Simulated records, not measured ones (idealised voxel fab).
You're looking at the process module voxel capacitor over wiring.
220 nm wide, 5 nm square cells: that's cross-section cut.
The cross-sections in this document take the form of a grid made of square cells. They are written out as bands, in order from top to bottom. Each band consists of one or more rows of cells.
Top, bottom (nm), then materials left to right with widths (nm); lone material tagged "everywhere" fills the whole band edge to edge; "air" = empty space.
Height datum 0, below which the as-received substrate wafer is one material. Lowest band open at the bottom, running downward: "0 -> down".
You'd read "30..40" like this: the band's top row of cells is as wide as the first number, its bottom row is as wide as the second, and going down, every row changes width by the same amount as the row before did.
Basically "stayed the same" means that step didn't change any cell in the cross-section.
Catalogued sealed voids: empty space of 8 cells or more with no open way to the top, each as width x height at its distance from the left edge, in nm
Step line, after settings: the simulator's comment on this step.
overlay nm: mask right of planned place by this much (step with mask). Neg. = left.

Set out below are the planned steps of the process:
step 1: RECEIVE: material Si
step 2: CONFORMAL_DEP: material SiO2, thk nm 15
step 3: CONFORMAL_DEP: material SiCN, thk nm 5
step 4: DIRECTIONAL_DEP: material SiO2, thk nm 20
step 5: DIRECTIONAL_DEP: material aC, thk nm 10
step 6: PATTERN: tone open, mask id METAL_1, material resist, width nm 25, pitch nm 75, thk nm 25, overlay nm 0
step 7: DIRECTIONAL_ETCH: etch materials aC, depth nm 10
step 8: STRIP: etch materials resist
step 9: DIRECTIONAL_ETCH: etch materials SiO2, depth nm 20
step 10: DIRECTIONAL_ETCH: etch materials SiCN, depth nm 5
step 11: STRIP: etch materials aC
step 12: CONFORMAL_DEP: material TiN, thk nm 5
step 13: FILL_DEP: material Ru, thk nm 10
step 14: CMP: height nm 40
step 15: EPI: material Ru, thk nm 5
step 16: FILL_DEP: material SiCN, thk nm 5
step 17: DIRECTIONAL_DEP: material lowk, thk nm 10
step 18: PATTERN: tone open, mask id PLUG_1, material resist, width nm 15, thk nm 20, overlay nm 0
step 19: DIRECTIONAL_ETCH: etch materials lowk, depth nm 10
step 20: DIRECTIONAL_ETCH: etch materials SiCN, depth nm 5
step 21: STRIP: etch materials resist
step 22: EPI: material Ru, thk nm 10
step 23: EPI: material Ru, thk nm 5
step 24: DIRECTIONAL_DEP: material TiN, thk nm 10
step 25: DIRECTIONAL_DEP: material HfO2, thk nm 5
step 26: DIRECTIONAL_DEP: material TiN, thk nm 10
step 27: DIRECTIONAL_DEP: material aC, thk nm 10
step 28: PATTERN: tone cover, mask id UPPER_PLATE, material resist, width nm 55, thk nm 30, overlay nm 0
step 29: DIRECTIONAL_ETCH: etch materials aC, depth nm 10
step 30: STRIP: etch materials resist
step 31: DIRECTIONAL_ETCH: etch materials TiN, depth nm 10
step 32: DIRECTIONAL_ETCH: etch materials HfO2, depth nm 5
step 33: STRIP: etch materials aC
step 34: DIRECTIONAL_DEP: material aC, thk nm 10
step 35: PATTERN: tone cover, mask id LOWER_PLATE, material resist, width nm 65, thk nm 25, overlay nm 0
step 36: DIRECTIONAL_ETCH: etch materials aC, depth nm 10
step 37: STRIP: etch materials resist
step 38: DIRECTIONAL_ETCH: etch materials TiN, depth nm 10
step 39: STRIP: etch materials aC
step 40: FILL_DEP: material SiO2, thk nm 20
step 41: CMP: height nm 100
step 42: MASKED_ETCH: tone open, mask id PLUG_2, width nm 15, etch materials SiO2, depth nm 15, overlay nm 0
step 43: CONFORMAL_DEP: material TiN, thk nm 5
step 44: FILL_DEP: material Cu, thk nm 5
step 45: CMP: height nm 100
step 46: CONFORMAL_DEP: material SiN, thk nm 5

Incoming wafer, cross-sectional view, post step 1:
> 0 -> down  Si everywhere
> Catalogued sealed voids: none

Same starting wafer, same plan as above, one mistake in the execution; this is the cross-section at the end of the module:
> 105 -> 100  SiN everywhere
> 100 -> 90  SiO2 80 nm, TiN 5 nm, Cu 5 nm, TiN 5 nm, SiO2 125 nm
> 90 -> 85  SiO2 80 nm, TiN 15 nm, SiO2 125 nm
> 85 -> 75  SiO2 70 nm, TiN 55 nm, SiO2 95 nm
> 75 -> 70  SiO2 70 nm, HfO2 55 nm, SiO2 95 nm
> 70 -> 60  SiO2 65 nm, TiN 65 nm, SiO2 90 nm
> 60 -> 50  lowk 70 nm, Ru 15 nm, lowk 135 nm
> 50 -> 45  SiCN 70 nm, Ru 15 nm, SiCN 135 nm
> 45 -> 40  Ru everywhere
> 40 -> 20  TiN everywhere
> 20 -> 15  SiCN everywhere
> 15 -> 0  SiO2 everywhere
> 0 -> down  Si everywhere
> Catalogued sealed voids: none
What was done differently from what was planned? step 4 ran with different settings than intended, the actual operation and settings being DIRECTIONAL_DEP: material TiN, thk nm 20
